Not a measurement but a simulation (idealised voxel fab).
This section sets out a process module, namely voxel lift off.
Shown is cross-section cut, with a width of 300 nm and square cells of size 5 nm.
Cross-section spec: square-cell grid; bands listed top down; each band is one or more rows. What a band's entry tells you: where the top is and where the bottom is, as heights in nm, and after that what lies inside, material by material from left to right, each with its width in nm. Empty space is written as the word "air", and a single material marked with the word "everywhere" occupies the band from edge to edge. For the purposes of this specification, 0 denotes the height below which the wafer in its as-received condition is composed wholly of one material, and the lowermost band, lacking a lower limit, extends downward without end, as expressed in "0 and below". A width such as "30->40" changes by the same amount from each row of cells to the next, from the band's top row to its bottom row. Given "no alteration" for a step, no cell of the cross-section differs between before and after that step. "Closed void catalog" contains a list of empty spaces, each no smaller than 8 cells and without an open way to the top, written in the form width x height at distance with the distance from the left edge and all three in nm. It should be noted that, on the line of a given step, the content following the step's settings is a remark produced by the simulator itself with respect to that step. Steps that use a mask can have "overlay nm" on their line. It says how far the mask sat to the right of where it was meant to be. Negative means to the left.
Planned step list for the process
- 1: RECEIVE | material Si
- 2: CONFORMAL_DEP | material SiN | thk nm 15
- 3: PATTERN | tone open | mask id LINES | material resist | width nm 15 | pitch nm 30 | thk nm 30 | overlay nm 0
- 4: DIRECTIONAL_DEP | material Ru | thk nm 15
- 5: STRIP | etch materials resist
- 6: CONFORMAL_DEP | material SiCN | thk nm 5
Here's what the wafer looked like in cross-section when it arrived - that's after step 1
- 0 and below | Si everywhere
- Closed void catalog: none
Cross-section taken at module completion on the first of two wafers; processed per the plan
- 35 down to 30 | air: 120; SiCN: 25; air: 5; SiCN: 25; air: 125
- 30 down to 20 | air: 120; SiCN: 5; Ru: 15; SiCN: 5; air: 5; SiCN: 5; Ru: 15; SiCN: 5; air: 125
- 20 down to 15 | SiCN: 125; Ru: 15; SiCN: 15; Ru: 15; SiCN: 130
- 15 down to 0 | SiN everywhere
- 0 and below | Si everywhere
- Closed void catalog: none
Second of two wafers, module complete, sectioned: it shares the first wafer's start and plan but was run with one mistake
- 35 down to 30 | air: 120; SiCN: 25; air: 5; SiCN: 25; air: 125
- 30 down to 20 | air: 120; SiCN: 5; Ru: 15; SiCN: 5; air: 5; SiCN: 5; Ru: 15; SiCN: 5; air: 125
- 20 down to 15 | SiCN: 125; Ru: 15; SiCN: 15; Ru: 15; SiCN: 130
- 15 down to 0 | Ru everywhere
- 0 and below | Si everywhere
- Closed void catalog: none
Deviation from plan: step 2 off recipe, ran as CONFORMAL_DEP | material Ru | thk nm 15
The second wafer ends with more or fewer cells of some materials than the first, per final count: 180 more of Ru | 180 fewer of SiN
